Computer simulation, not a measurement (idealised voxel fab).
Process module, titled voxel transistor to metal
Cross-section cut: width 265 nm, square cells of 5 nm.
Each cross-section below is a grid of square cells, stated as bands in top-down order, with one or more rows of cells making up each band. Band: top height; bottom height; in nm. Then, left to right: material with width in nm, for each material. "all across": a single material spanning edge to edge. "blank": empty space. Heights are reckoned from 0. Under this level, the received wafer is all of one material. The bottommost band is open-ended downward, for example "0 -> down". A two-number width, for instance "30->40", indicates that the width is equal to the first number in the top row of the band and to the second number in the bottom row, and that it changes by a constant amount per row of cells. "nothing was modified" (step): cross-section cells unchanged, all of them. The label "Closed void list" introduces a list of the empty spaces, 8 cells or larger, that have no open way up to the top; each entry in it reads width x height at distance, where the distance is taken from the left edge and all three are stated in nm. The remark found on a step's line after its settings is issued by the simulator itself and pertains to that step. Each step line may optionally specify "overlay nm", which for a step with a mask gives the rightward distance between the mask's planned place and where it lay, a negative value indicating the leftward direction. Guide to the pairs. Each holds a before and an after cross-section around one process step; the after cross-section is cut off at the lowest band that changed. Look under the pair for the step between them and its settings. Pairs can come from different runs of this module on the same starting wafer, so a pair follows on from the one above it only where its entry headed "Pre-step profile" says it does.

Pre-step profile:
	120 -> 115 | 30 of TiN  10 of blank  115 of TiN  10 of blank  100 of TiN
	115 -> 105 | 25 of lowk  5 of TiN  10 of blank  5 of TiN  105 of lowk  5 of TiN  10 of blank  5 of TiN  95 of lowk
	105 -> 100 | 25 of lowk  5 of TiN  5 of blank  10 of TiN  105 of lowk  5 of TiN  5 of blank  10 of TiN  95 of lowk
	100 -> 90 | 25 of lowk  5 of TiN  5 of blank  5 of TiN  110 of lowk  5 of TiN  5 of blank  5 of TiN  100 of lowk
	90 -> 85 | 25 of SiCN  15 of TiN  110 of SiCN  15 of TiN  100 of SiCN
	85 -> 65 | 25 of lowk  5 of TiN  10 of Ru  5 of TiN  50 of lowk  5 of TiN  10 of Ru  5 of TiN  35 of lowk  5 of TiN  10 of Ru  5 of TiN  50 of lowk  5 of TiN  10 of Ru  5 of TiN  25 of lowk
	65 -> 60 | 25 of SiN  20 of TiN  50 of SiN  20 of TiN  35 of SiN  20 of TiN  50 of SiN  20 of TiN  25 of SiN
	60 -> 45 | 25 of SiO2  5 of TiN  10 of Ru  5 of TiN  50 of SiO2  5 of TiN  10 of Ru  5 of TiN  35 of SiO2  5 of TiN  10 of Ru  5 of TiN  50 of SiO2  5 of TiN  10 of Ru  5 of TiN  25 of SiO2
	45 -> 30 | 25 of SiO2  5 of TiN  10 of Ru  5 of TiN  5 of SiO2  10 of SiN  20 of SiCN  10 of SiN  5 of SiO2  5 of TiN  10 of Ru  5 of TiN  35 of SiO2  5 of TiN  10 of Ru  5 of TiN  5 of SiO2  10 of SiN  20 of SiCN  10 of SiN  5 of SiO2  5 of TiN  10 of Ru  5 of TiN  25 of SiO2
	30 -> 5 | 25 of SiO2  5 of TiN  10 of Ru  5 of TiN  5 of SiO2  10 of SiN  20 of polySi  10 of SiN  5 of SiO2  5 of TiN  10 of Ru  5 of TiN  35 of SiO2  5 of TiN  10 of Ru  5 of TiN  5 of SiO2  10 of SiN  20 of polySi  10 of SiN  5 of SiO2  5 of TiN  10 of Ru  5 of TiN  25 of SiO2
	5 -> 0 | 25 of SiO2  20 of TiN  5 of SiO2  10 of SiN  20 of polySi  10 of SiN  5 of SiO2  20 of TiN  35 of SiO2  20 of TiN  5 of SiO2  10 of SiN  20 of polySi  10 of SiN  5 of SiO2  20 of TiN  25 of SiO2
	0 -> -10 | SiO2 all across
	-10 -> -30 | 25 of SiO2  90 of Si  35 of SiO2  90 of Si  25 of SiO2
	-30 -> down | Si all across
	Closed void list: none

Post-Step Cross-Section:
	130 -> 120 | Ru all across
	120 -> 115 | 30 of TiN  10 of Ru  115 of TiN  10 of Ru  100 of TiN
	115 -> 105 | 25 of lowk  5 of TiN  10 of Ru  5 of TiN  105 of lowk  5 of TiN  10 of Ru  5 of TiN  95 of lowk
	105 -> 100 | 25 of lowk  5 of TiN  5 of Ru  10 of TiN  105 of lowk  5 of TiN  5 of Ru  10 of TiN  95 of lowk
	100 -> 90 | 25 of lowk  5 of TiN  5 of Ru  5 of TiN  110 of lowk  5 of TiN  5 of Ru  5 of TiN  100 of lowk
	Lower than 90, everything is as it was.
	Closed void list: none
The two cross-sections above are separated by a single process step, namely FILL_DEP (material Ru; thk nm 10)

Pre-step profile: This step starts from the configuration shown after the step in the pair immediately above.

Post-Step Cross-Section:
	115 -> 105 | 25 of lowk  5 of TiN  10 of Ru  5 of TiN  105 of lowk  5 of TiN  10 of Ru  5 of TiN  95 of lowk
	Lower than 105, everything is as it was.
	Closed void list: none
The two cross-sections above are separated by a single process step, namely CMP (height nm 115)

Pre-step profile: This step starts from the configuration shown after the step in the pair immediately above.

Post-Step Cross-Section:
	120 -> 115 | SiN all across
	Lower than 115, everything is as it was.
	Closed void list: none
The two cross-sections above are separated by a single process step, namely CONFORMAL_DEP (material SiN; thk nm 5)

Pre-step profile:
	15 -> 5 | SiN all across
	5 -> 0 | SiO2 all across
	0 -> down | Si all across
	Closed void list: none

Post-Step Cross-Section:
	35 -> 15 | 25 of blank  95 of resist  30 of blank  95 of resist  20 of blank
	Lower than 15, everything is as it was.
	Closed void list: none
The two cross-sections above are separated by a single process step, namely PATTERN (tone cover; mask id ACTIVE; material resist; width nm 95; pitch nm 125; thk nm 20; overlay nm 0)

Pre-step profile: This step starts from the configuration shown after the step in the pair immediately above.

Post-Step Cross-Section:
	35 -> 15 | 25 of blank  95 of resist  30 of blank  95 of resist  20 of blank
	15 -> 5 | 25 of blank  95 of SiN  30 of blank  95 of SiN  20 of blank
	Lower than 5, everything is as it was.
	Closed void list: none
The two cross-sections above are separated by a single process step, namely DIRECTIONAL_ETCH (etch materials SiN; depth nm 10)

Pre-step profile: This step starts from the configuration shown after the step in the pair immediately above.

Post-Step Cross-Section:
	35 -> 15 | 25 of blank  95 of resist  30 of blank  95 of resist  20 of blank
	15 -> 5 | 25 of blank  95 of SiN  30 of blank  95 of SiN  20 of blank
	5 -> 0 | 25 of blank  95 of SiO2  30 of blank  95 of SiO2  20 of blank
	Lower than 0, everything is as it was.
	Closed void list: none
The two cross-sections above are separated by a single process step, namely DIRECTIONAL_ETCH (etch materials SiO2; depth nm 5)

Pre-step profile: This step starts from the configuration shown after the step in the pair immediately above.

Post-Step Cross-Section:
	35 -> 15 | 25 of blank  95 of resist  30 of blank  95 of resist  20 of blank
	15 -> 5 | 25 of blank  95 of SiN  30 of blank  95 of SiN  20 of blank
	5 -> 0 | 25 of blank  95 of SiO2  30 of blank  95 of SiO2  20 of blank
	0 -> -25 | 25 of blank  95 of Si  30 of blank  95 of Si  20 of blank
	Lower than -25, everything is as it was.
	Closed void list: none
The two cross-sections above are separated by a single process step, namely DIRECTIONAL_ETCH (etch materials Si; depth nm 25)

Pre-step profile: This step starts from the configuration shown after the step in the pair immediately above.

Post-Step Cross-Section:
	15 -> 5 | 25 of blank  95 of SiN  30 of blank  95 of SiN  20 of blank
	Lower than 5, everything is as it was.
	Closed void list: none
The two cross-sections above are separated by a single process step, namely STRIP (etch materials resist)

Pre-step profile: This step starts from the configuration shown after the step in the pair immediately above.

Post-Step Cross-Section:
	15 -> 5 | 25 of blank  95 of SiN  30 of blank  95 of SiN  20 of blank
	5 -> 0 | 25 of blank  95 of SiO2  30 of blank  95 of SiO2  20 of blank
	0 -> -25 | 25 of blank  5 of SiO2  85 of Si  5 of SiO2  30 of blank  5 of SiO2  85 of Si  5 of SiO2  20 of blank
	-25 -> -30 | 30 of SiO2  85 of Si  40 of SiO2  85 of Si  25 of SiO2
	Lower than -30, everything is as it was.
	Closed void list: none
The two cross-sections above are separated by a single process step, namely OXIDIZE (depth nm 5)

Pre-step profile: This step starts from the configuration shown after the step in the pair immediately above.

Post-Step Cross-Section:
	20 -> 15 | SiO2 all across
	15 -> 5 | 25 of SiO2  95 of SiN  30 of SiO2  95 of SiN  20 of SiO2
	5 -> 0 | SiO2 all across
	0 -> -30 | 30 of SiO2  85 of Si  40 of SiO2  85 of Si  25 of SiO2
	Lower than -30, everything is as it was.
	Closed void list: none
The two cross-sections above are separated by a single process step, namely FILL_DEP (material SiO2; thk nm 5)

Pre-step profile: This step starts from the configuration shown after the step in the pair immediately above.

Post-Step Cross-Section:
	15 -> 5 | 25 of SiO2  95 of SiN  30 of SiO2  95 of SiN  20 of SiO2
	Lower than 5, everything is as it was.
	Closed void list: none
The two cross-sections above are separated by a single process step, namely CMP (height nm 15)

Pre-step profile: This step starts from the configuration shown after the step in the pair immediately above.

Post-Step Cross-Section:
	15 -> 5 | 25 of blank  95 of SiN  30 of blank  95 of SiN  20 of blank
	Lower than 5, everything is as it was.
	Closed void list: none
The two cross-sections above are separated by a single process step, namely SELECTIVE_ETCH (etch materials SiO2; depth nm 10)

Pre-step profile: This step starts from the configuration shown after the step in the pair immediately above.

Post-Step Cross-Section:
	5 -> 0 | SiO2 all across
	Lower than 0, everything is as it was.
	Closed void list: none
The two cross-sections above are separated by a single process step, namely STRIP (etch materials SiN)

Pre-step profile: This step starts from the configuration shown after the step in the pair immediately above.

Post-Step Cross-Section:
	0 -> -30 | 30 of SiO2  85 of Si  40 of SiO2  85 of Si  25 of SiO2
	Lower than -30, everything is as it was.
	Closed void list: none
The two cross-sections above are separated by a single process step, namely SELECTIVE_ETCH (etch materials SiO2; depth nm 5)

Pre-step profile: This step starts from the configuration shown after the step in the pair immediately above.

Post-Step Cross-Section:
	0 -> -5 | SiO2 all across
	Lower than -5, everything is as it was.
	Closed void list: none
The two cross-sections above are separated by a single process step, namely OXIDIZE (depth nm 5)

Pre-step profile: This step starts from the configuration shown after the step in the pair immediately above.

Post-Step Cross-Section:
	30 -> 0 | polySi all across
	Lower than 0, everything is as it was.
	Closed void list: none
The two cross-sections above are separated by a single process step, namely DIRECTIONAL_DEP (material polySi; thk nm 30)

Pre-step profile: This step starts from the configuration shown after the step in the pair immediately above.

Post-Step Cross-Section:
	45 -> 30 | SiCN all across
	Lower than 30, everything is as it was.
	Closed void list: none
The two cross-sections above are separated by a single process step, namely DIRECTIONAL_DEP (material SiCN; thk nm 15)

Pre-step profile: This step starts from the configuration shown after the step in the pair immediately above.

Post-Step Cross-Section:
	60 -> 45 | aC all across
	Lower than 45, everything is as it was.
	Closed void list: none
The two cross-sections above are separated by a single process step, namely DIRECTIONAL_DEP (material aC; thk nm 15)

Pre-step profile: This step starts from the configuration shown after the step in the pair immediately above.

Post-Step Cross-Section:
	90 -> 60 | 60 of blank  20 of resist  105 of blank  20 of resist  60 of blank
	Lower than 60, everything is as it was.
	Closed void list: none
The two cross-sections above are separated by a single process step, namely PATTERN (tone cover; mask id GATE; material resist; width nm 20; pitch nm 125; thk nm 30; overlay nm 0)

Pre-step profile: This step starts from the configuration shown after the step in the pair immediately above.

Post-Step Cross-Section:
	75 -> 60 | 60 of blank  20 of resist  105 of blank  20 of resist  60 of blank
	60 -> 45 | 60 of blank  20 of aC  105 of blank  20 of aC  60 of blank
	Lower than 45, everything is as it was.
	Closed void list: none
The two cross-sections above are separated by a single process step, namely DIRECTIONAL_ETCH (etch materials aC; depth nm 15)

Pre-step profile: This step starts from the configuration shown after the step in the pair immediately above.

Post-Step Cross-Section:
	60 -> 45 | 60 of blank  20 of aC  105 of blank  20 of aC  60 of blank
	Lower than 45, everything is as it was.
	Closed void list: none
The two cross-sections above are separated by a single process step, namely STRIP (etch materials resist)

Pre-step profile: This step starts from the configuration shown after the step in the pair immediately above.

Post-Step Cross-Section:
	60 -> 45 | 60 of blank  20 of aC  105 of blank  20 of aC  60 of blank
	45 -> 30 | 60 of blank  20 of SiCN  105 of blank  20 of SiCN  60 of blank
	Lower than 30, everything is as it was.
	Closed void list: none
The two cross-sections above are separated by a single process step, namely DIRECTIONAL_ETCH (etch materials SiCN; depth nm 25)

Pre-step profile: This step starts from the configuration shown after the step in the pair immediately above.

Post-Step Cross-Section:
	60 -> 45 | 60 of blank  20 of aC  105 of blank  20 of aC  60 of blank
	45 -> 30 | 60 of blank  20 of SiCN  105 of blank  20 of SiCN  60 of blank
	30 -> 0 | 60 of blank  20 of polySi  105 of blank  20 of polySi  60 of blank
	Lower than 0, everything is as it was.
	Closed void list: none
The two cross-sections above are separated by a single process step, namely DIRECTIONAL_ETCH (etch materials polySi; depth nm 40)

Pre-step profile: This step starts from the configuration shown after the step in the pair immediately above.

Post-Step Cross-Section:
	45 -> 30 | 60 of blank  20 of SiCN  105 of blank  20 of SiCN  60 of blank
	Lower than 30, everything is as it was.
	Closed void list: none
The two cross-sections above are separated by a single process step, namely STRIP (etch materials aC)

Pre-step profile: This step starts from the configuration shown after the step in the pair immediately above.

Post-Step Cross-Section:
	55 -> 45 | 50 of blank  40 of SiN  85 of blank  40 of SiN  50 of blank
	45 -> 30 | 50 of blank  10 of SiN  20 of SiCN  10 of SiN  85 of blank  10 of SiN  20 of SiCN  10 of SiN  50 of blank
	30 -> 10 | 50 of blank  10 of SiN  20 of polySi  10 of SiN  85 of blank  10 of SiN  20 of polySi  10 of SiN  50 of blank
	10 -> 0 | 60 of SiN  20 of polySi  105 of SiN  20 of polySi  60 of SiN
	Lower than 0, everything is as it was.
	Closed void list: none
The two cross-sections above are separated by a single process step, namely CONFORMAL_DEP (material SiN; thk nm 10)

Pre-step profile: This step starts from the configuration shown after the step in the pair immediately above.

Post-Step Cross-Section:
	45 -> 30 | 50 of blank  10 of SiN  20 of SiCN  10 of SiN  85 of blank  10 of SiN  20 of SiCN  10 of SiN  50 of blank
	30 -> 0 | 50 of blank  10 of SiN  20 of polySi  10 of SiN  85 of blank  10 of SiN  20 of polySi  10 of SiN  50 of blank
	Lower than 0, everything is as it was.
	Closed void list: none
The two cross-sections above are separated by a single process step, namely DIRECTIONAL_ETCH (etch materials SiN; depth nm 10)

Pre-step profile: This step starts from the configuration shown after the step in the pair immediately above.

Post-Step Cross-Section:
	45 -> 30 | 50 of blank  10 of SiN  20 of SiCN  10 of SiN  85 of blank  10 of SiN  20 of SiCN  10 of SiN  50 of blank
	30 -> 0 | 50 of blank  10 of SiN  20 of polySi  10 of SiN  85 of blank  10 of SiN  20 of polySi  10 of SiN  50 of blank
	0 -> -5 | 50 of blank  40 of SiO2  85 of blank  40 of SiO2  50 of blank
	Lower than -5, everything is as it was.
	Closed void list: none
The two cross-sections above are separated by a single process step, namely DIRECTIONAL_ETCH (etch materials SiO2; depth nm 5)

Pre-step profile: This step starts from the configuration shown after the step in the pair immediately above.

Post-Step Cross-Section:
	45 -> 30 | 50 of blank  10 of SiN  20 of SiCN  10 of SiN  85 of blank  10 of SiN  20 of SiCN  10 of SiN  50 of blank
	30 -> 0 | 50 of blank  10 of SiN  20 of polySi  10 of SiN  85 of blank  10 of SiN  20 of polySi  10 of SiN  50 of blank
	0 -> -5 | 50 of blank  40 of SiO2  85 of blank  40 of SiO2  50 of blank
	-5 -> -15 | 30 of SiO2  20 of blank  40 of Si  25 of blank  40 of SiO2  20 of blank  40 of Si  25 of blank  25 of SiO2
	Lower than -15, everything is as it was.
	Closed void list: none
The two cross-sections above are separated by a single process step, namely DIRECTIONAL_ETCH (etch materials Si; depth nm 10)

Pre-step profile: This step starts from the configuration shown after the step in the pair immediately above.

Post-Step Cross-Section:
	45 -> 30 | 50 of blank  10 of SiN  20 of SiCN  10 of SiN  85 of blank  10 of SiN  20 of SiCN  10 of SiN  50 of blank
	30 -> 10 | 50 of blank  10 of SiN  20 of polySi  10 of SiN  85 of blank  10 of SiN  20 of polySi  10 of SiN  50 of blank
	10 -> 0 | 35 of blank  15 of SiGe  10 of SiN  20 of polySi  10 of SiN  15 of SiGe  55 of blank  15 of SiGe  10 of SiN  20 of polySi  10 of SiN  15 of SiGe  35 of blank
	0 -> -5 | 25 of blank  25 of SiGe  40 of SiO2  30 of SiGe  30 of blank  25 of SiGe  40 of SiO2  30 of SiGe  20 of blank
	-5 -> -15 | 30 of SiO2  20 of SiGe  40 of Si  25 of SiGe  40 of SiO2  20 of SiGe  40 of Si  25 of SiGe  25 of SiO2
	Lower than -15, everything is as it was.
	Closed void list: none
The two cross-sections above are separated by a single process step, namely EPI (material SiGe; thk nm 15)

Pre-step profile: This step starts from the configuration shown after the step in the pair immediately above.

Post-Step Cross-Section:
	50 -> 45 | SiO2 all across
	45 -> 30 | 50 of SiO2  10 of SiN  20 of SiCN  10 of SiN  85 of SiO2  10 of SiN  20 of SiCN  10 of SiN  50 of SiO2
	30 -> 10 | 50 of SiO2  10 of SiN  20 of polySi  10 of SiN  85 of SiO2  10 of SiN  20 of polySi  10 of SiN  50 of SiO2
	10 -> 0 | 35 of SiO2  15 of SiGe  10 of SiN  20 of polySi  10 of SiN  15 of SiGe  55 of SiO2  15 of SiGe  10 of SiN  20 of polySi  10 of SiN  15 of SiGe  35 of SiO2
	0 -> -5 | 25 of SiO2  25 of SiGe  40 of SiO2  30 of SiGe  30 of SiO2  25 of SiGe  40 of SiO2  30 of SiGe  20 of SiO2
	Lower than -5, everything is as it was.
	Closed void list: none
The two cross-sections above are separated by a single process step, namely FILL_DEP (material SiO2; thk nm 5)

Pre-step profile: This step starts from the configuration shown after the step in the pair immediately above.

Post-Step Cross-Section:
	45 -> 30 | 50 of SiO2  10 of SiN  20 of SiCN  10 of SiN  85 of SiO2  10 of SiN  20 of SiCN  10 of SiN  50 of SiO2
	Lower than 30, everything is as it was.
	Closed void list: none
The two cross-sections above are separated by a single process step, namely CMP (height nm 45)

Pre-step profile: This step starts from the configuration shown after the step in the pair immediately above.

Post-Step Cross-Section:
	60 -> 45 | SiO2 all across
	Lower than 45, everything is as it was.
	Closed void list: none
The two cross-sections above are separated by a single process step, namely DIRECTIONAL_DEP (material SiO2; thk nm 15)

Pre-step profile: This step starts from the configuration shown after the step in the pair immediately above.

Post-Step Cross-Section:
	75 -> 60 | aC all across
	Lower than 60, everything is as it was.
	Closed void list: none
The two cross-sections above are separated by a single process step, namely DIRECTIONAL_DEP (material aC; thk nm 15)

Pre-step profile: This step starts from the configuration shown after the step in the pair immediately above.

Post-Step Cross-Section:
	110 -> 75 | 25 of resist  20 of blank  50 of resist  20 of blank  35 of resist  20 of blank  50 of resist  20 of blank  25 of resist
	Lower than 75, everything is as it was.
	Closed void list: none
The two cross-sections above are separated by a single process step, namely PATTERN (tone open; mask id CONTACT; material resist; width nm 20; thk nm 35; overlay nm 0)

Pre-step profile: This step starts from the configuration shown after the step in the pair immediately above.

Post-Step Cross-Section:
	95 -> 75 | 25 of resist  20 of blank  50 of resist  20 of blank  35 of resist  20 of blank  50 of resist  20 of blank  25 of resist
	75 -> 60 | 25 of aC  20 of blank  50 of aC  20 of blank  35 of aC  20 of blank  50 of aC  20 of blank  25 of aC
	Lower than 60, everything is as it was.
	Closed void list: none
The two cross-sections above are separated by a single process step, namely DIRECTIONAL_ETCH (etch materials aC; depth nm 15)

Pre-step profile: This step starts from the configuration shown after the step in the pair immediately above.

Post-Step Cross-Section:
	75 -> 60 | 25 of aC  20 of blank  50 of aC  20 of blank  35 of aC  20 of blank  50 of aC  20 of blank  25 of aC
	Lower than 60, everything is as it was.
	Closed void list: none
The two cross-sections above are separated by a single process step, namely STRIP (etch materials resist)

Pre-step profile: This step starts from the configuration shown after the step in the pair immediately above.

Post-Step Cross-Section:
	75 -> 60 | 25 of aC  20 of blank  50 of aC  20 of blank  35 of aC  20 of blank  50 of aC  20 of blank  25 of aC
	60 -> 45 | 25 of SiO2  20 of blank  50 of SiO2  20 of blank  35 of SiO2  20 of blank  50 of SiO2  20 of blank  25 of SiO2
	45 -> 30 | 25 of SiO2  20 of blank  5 of SiO2  10 of SiN  20 of SiCN  10 of SiN  5 of SiO2  20 of blank  35 of SiO2  20 of blank  5 of SiO2  10 of SiN  20 of SiCN  10 of SiN  5 of SiO2  20 of blank  25 of SiO2
	30 -> 10 | 25 of SiO2  20 of blank  5 of SiO2  10 of SiN  20 of polySi  10 of SiN  5 of SiO2  20 of blank  35 of SiO2  20 of blank  5 of SiO2  10 of SiN  20 of polySi  10 of SiN  5 of SiO2  20 of blank  25 of SiO2
	10 -> 0 | 25 of SiO2  10 of blank  15 of SiGe  10 of SiN  20 of polySi  10 of SiN  15 of SiGe  10 of blank  35 of SiO2  10 of blank  15 of SiGe  10 of SiN  20 of polySi  10 of SiN  15 of SiGe  10 of blank  25 of SiO2
	Lower than 0, everything is as it was.
	Closed void list: none
The two cross-sections above are separated by a single process step, namely DIRECTIONAL_ETCH (etch materials SiO2; depth nm 60)

Pre-step profile: This step starts from the configuration shown after the step in the pair immediately above.

Post-Step Cross-Section:
	60 -> 45 | 25 of SiO2  20 of blank  50 of SiO2  20 of blank  35 of SiO2  20 of blank  50 of SiO2  20 of blank  25 of SiO2
	Lower than 45, everything is as it was.
	Closed void list: none
The two cross-sections above are separated by a single process step, namely STRIP (etch materials aC)

Pre-step profile: This step starts from the configuration shown after the step in the pair immediately above.

Post-Step Cross-Section:
	65 -> 60 | 30 of TiN  10 of blank  60 of TiN  10 of blank  45 of TiN  10 of blank  60 of TiN  10 of blank  30 of TiN
	60 -> 45 | 25 of SiO2  5 of TiN  10 of blank  5 of TiN  50 of SiO2  5 of TiN  10 of blank  5 of TiN  35 of SiO2  5 of TiN  10 of blank  5 of TiN  50 of SiO2  5 of TiN  10 of blank  5 of TiN  25 of SiO2
	45 -> 30 | 25 of SiO2  5 of TiN  10 of blank  5 of TiN  5 of SiO2  10 of SiN  20 of SiCN  10 of SiN  5 of SiO2  5 of TiN  10 of blank  5 of TiN  35 of SiO2  5 of TiN  10 of blank  5 of TiN  5 of SiO2  10 of SiN  20 of SiCN  10 of SiN  5 of SiO2  5 of TiN  10 of blank  5 of TiN  25 of SiO2
	30 -> 15 | 25 of SiO2  5 of TiN  10 of blank  5 of TiN  5 of SiO2  10 of SiN  20 of polySi  10 of SiN  5 of SiO2  5 of TiN  10 of blank  5 of TiN  35 of SiO2  5 of TiN  10 of blank  5 of TiN  5 of SiO2  10 of SiN  20 of polySi  10 of SiN  5 of SiO2  5 of TiN  10 of blank  5 of TiN  25 of SiO2
	15 -> 10 | 25 of SiO2  20 of TiN  5 of SiO2  10 of SiN  20 of polySi  10 of SiN  5 of SiO2  20 of TiN  35 of SiO2  20 of TiN  5 of SiO2  10 of SiN  20 of polySi  10 of SiN  5 of SiO2  20 of TiN  25 of SiO2
	10 -> 0 | 25 of SiO2  10 of TiN  15 of SiGe  10 of SiN  20 of polySi  10 of SiN  15 of SiGe  10 of TiN  35 of SiO2  10 of TiN  15 of SiGe  10 of SiN  20 of polySi  10 of SiN  15 of SiGe  10 of TiN  25 of SiO2
	Lower than 0, everything is as it was.
	Closed void list: none
The two cross-sections above are separated by a single process step, namely CONFORMAL_DEP (material TiN; thk nm 5)

Pre-step profile: This step starts from the configuration shown after the step in the pair immediately above.

Post-Step Cross-Section:
	75 -> 65 | Ru all across
	65 -> 60 | 30 of TiN  10 of Ru  60 of TiN  10 of Ru  45 of TiN  10 of Ru  60 of TiN  10 of Ru  30 of TiN
	60 -> 45 | 25 of SiO2  5 of TiN  10 of Ru  5 of TiN  50 of SiO2  5 of TiN  10 of Ru  5 of TiN  35 of SiO2  5 of TiN  10 of Ru  5 of TiN  50 of SiO2  5 of TiN  10 of Ru  5 of TiN  25 of SiO2
	45 -> 30 | 25 of SiO2  5 of TiN  10 of Ru  5 of TiN  5 of SiO2  10 of SiN  20 of SiCN  10 of SiN  5 of SiO2  5 of TiN  10 of Ru  5 of TiN  35 of SiO2  5 of TiN  10 of Ru  5 of TiN  5 of SiO2  10 of SiN  20 of SiCN  10 of SiN  5 of SiO2  5 of TiN  10 of Ru  5 of TiN  25 of SiO2
	30 -> 15 | 25 of SiO2  5 of TiN  10 of Ru  5 of TiN  5 of SiO2  10 of SiN  20 of polySi  10 of SiN  5 of SiO2  5 of TiN  10 of Ru  5 of TiN  35 of SiO2  5 of TiN  10 of Ru  5 of TiN  5 of SiO2  10 of SiN  20 of polySi  10 of SiN  5 of SiO2  5 of TiN  10 of Ru  5 of TiN  25 of SiO2
	Lower than 15, everything is as it was.
	Closed void list: none
The two cross-sections above are separated by a single process step, namely FILL_DEP (material Ru; thk nm 10)

Pre-step profile: This step starts from the configuration shown after the step in the pair immediately above.

Post-Step Cross-Section:
	60 -> 45 | 25 of SiO2  5 of TiN  10 of Ru  5 of TiN  50 of SiO2  5 of TiN  10 of Ru  5 of TiN  35 of SiO2  5 of TiN  10 of Ru  5 of TiN  50 of SiO2  5 of TiN  10 of Ru  5 of TiN  25 of SiO2
	Lower than 45, everything is as it was.
	Closed void list: none
The two cross-sections above are separated by a single process step, namely CMP (height nm 60)

Pre-step profile: This step starts from the configuration shown after the step in the pair immediately above.

Post-Step Cross-Section:
	65 -> 60 | SiN all across
	Lower than 60, everything is as it was.
	Closed void list: none
The two cross-sections above are separated by a single process step, namely CONFORMAL_DEP (material SiN; thk nm 5)

Pre-step profile: This step starts from the configuration shown after the step in the pair immediately above.

Post-Step Cross-Section:
	85 -> 65 | lowk all across
	Lower than 65, everything is as it was.
	Closed void list: none
The two cross-sections above are separated by a single process step, namely DIRECTIONAL_DEP (material lowk; thk nm 20)

Pre-step profile: This step starts from the configuration shown after the step in the pair immediately above.

Post-Step Cross-Section:
	105 -> 85 | 25 of resist  20 of blank  50 of resist  20 of blank  35 of resist  20 of blank  50 of resist  20 of blank  25 of resist
	Lower than 85, everything is as it was.
	Closed void list: none
The two cross-sections above are separated by a single process step, namely PATTERN (tone open; mask id METAL_1; material resist; width nm 20; thk nm 20; overlay nm 0)

Pre-step profile: This step starts from the configuration shown after the step in the pair immediately above.

Post-Step Cross-Section:
	105 -> 85 | 25 of resist  20 of blank  50 of resist  20 of blank  35 of resist  20 of blank  50 of resist  20 of blank  25 of resist
	85 -> 65 | 25 of lowk  20 of blank  50 of lowk  20 of blank  35 of lowk  20 of blank  50 of lowk  20 of blank  25 of lowk
	Lower than 65, everything is as it was.
	Closed void list: none
The two cross-sections above are separated by a single process step, namely DIRECTIONAL_ETCH (etch materials lowk; depth nm 20)

Pre-step profile: This step starts from the configuration shown after the step in the pair immediately above.

Post-Step Cross-Section:
	105 -> 85 | 25 of resist  20 of blank  50 of resist  20 of blank  35 of resist  20 of blank  50 of resist  20 of blank  25 of resist
	85 -> 65 | 25 of lowk  20 of blank  50 of lowk  20 of blank  35 of lowk  20 of blank  50 of lowk  20 of blank  25 of lowk
	65 -> 60 | 25 of SiN  20 of blank  50 of SiN  20 of blank  35 of SiN  20 of blank  50 of SiN  20 of blank  25 of SiN
	Lower than 60, everything is as it was.
	Closed void list: none
The two cross-sections above are separated by a single process step, namely DIRECTIONAL_ETCH (etch materials SiN; depth nm 5)

Pre-step profile: This step starts from the configuration shown after the step in the pair immediately above.

Post-Step Cross-Section:
	85 -> 65 | 25 of lowk  20 of blank  50 of lowk  20 of blank  35 of lowk  20 of blank  50 of lowk  20 of blank  25 of lowk
	Lower than 65, everything is as it was.
	Closed void list: none
The two cross-sections above are separated by a single process step, namely STRIP (etch materials resist)

Pre-step profile: This step starts from the configuration shown after the step in the pair immediately above.

Post-Step Cross-Section:
	90 -> 85 | 30 of TiN  10 of blank  60 of TiN  10 of blank  45 of TiN  10 of blank  60 of TiN  10 of blank  30 of TiN
	85 -> 65 | 25 of lowk  5 of TiN  10 of blank  5 of TiN  50 of lowk  5 of TiN  10 of blank  5 of TiN  35 of lowk  5 of TiN  10 of blank  5 of TiN  50 of lowk  5 of TiN  10 of blank  5 of TiN  25 of lowk
	65 -> 60 | 25 of SiN  20 of TiN  50 of SiN  20 of TiN  35 of SiN  20 of TiN  50 of SiN  20 of TiN  25 of SiN
	Lower than 60, everything is as it was.
	Closed void list: none
The two cross-sections above are separated by a single process step, namely CONFORMAL_DEP (material TiN; thk nm 5)

Pre-step profile: This step starts from the configuration shown after the step in the pair immediately above.

Post-Step Cross-Section:
	95 -> 90 | Ru all across
	90 -> 85 | 30 of TiN  10 of Ru  60 of TiN  10 of Ru  45 of TiN  10 of Ru  60 of TiN  10 of Ru  30 of TiN
	85 -> 65 | 25 of lowk  5 of TiN  10 of Ru  5 of TiN  50 of lowk  5 of TiN  10 of Ru  5 of TiN  35 of lowk  5 of TiN  10 of Ru  5 of TiN  50 of lowk  5 of TiN  10 of Ru  5 of TiN  25 of lowk
	Lower than 65, everything is as it was.
	Closed void list: none
The two cross-sections above are separated by a single process step, namely FILL_DEP (material Ru; thk nm 5)

Pre-step profile: This step starts from the configuration shown after the step in the pair immediately above.

Post-Step Cross-Section:
	85 -> 65 | 25 of lowk  5 of TiN  10 of Ru  5 of TiN  50 of lowk  5 of TiN  10 of Ru  5 of TiN  35 of lowk  5 of TiN  10 of Ru  5 of TiN  50 of lowk  5 of TiN  10 of Ru  5 of TiN  25 of lowk
	Lower than 65, everything is as it was.
	Closed void list: none
The two cross-sections above are separated by a single process step, namely CMP (height nm 85)

Pre-step profile: This step starts from the configuration shown after the step in the pair immediately above.

Post-Step Cross-Section:
	90 -> 85 | SiCN all across
	Lower than 85, everything is as it was.
	Closed void list: none
The two cross-sections above are separated by a single process step, namely CONFORMAL_DEP (material SiCN; thk nm 5)

Pre-step profile: This step starts from the configuration shown after the step in the pair immediately above.

Post-Step Cross-Section:
	115 -> 90 | lowk all across
	Lower than 90, everything is as it was.
	Closed void list: none
The two cross-sections above are separated by a single process step, namely DIRECTIONAL_DEP (material lowk; thk nm 25)

Pre-step profile: This step starts from the configuration shown after the step in the pair immediately above.

Post-Step Cross-Section:
	130 -> 115 | aC all across
	Lower than 115, everything is as it was.
	Closed void list: none
The two cross-sections above are separated by a single process step, namely DIRECTIONAL_DEP (material aC; thk nm 15)

Pre-step profile: This step starts from the configuration shown after the step in the pair immediately above.

Post-Step Cross-Section:
	165 -> 130 | 25 of resist  15 of blank  110 of resist  15 of blank  100 of resist
	Lower than 130, everything is as it was.
	Closed void list: none
The two cross-sections above are separated by a single process step, namely PATTERN (tone open; mask id METAL_2_HOLES; material resist; width nm 15; pitch nm 125; thk nm 35; overlay nm 0)
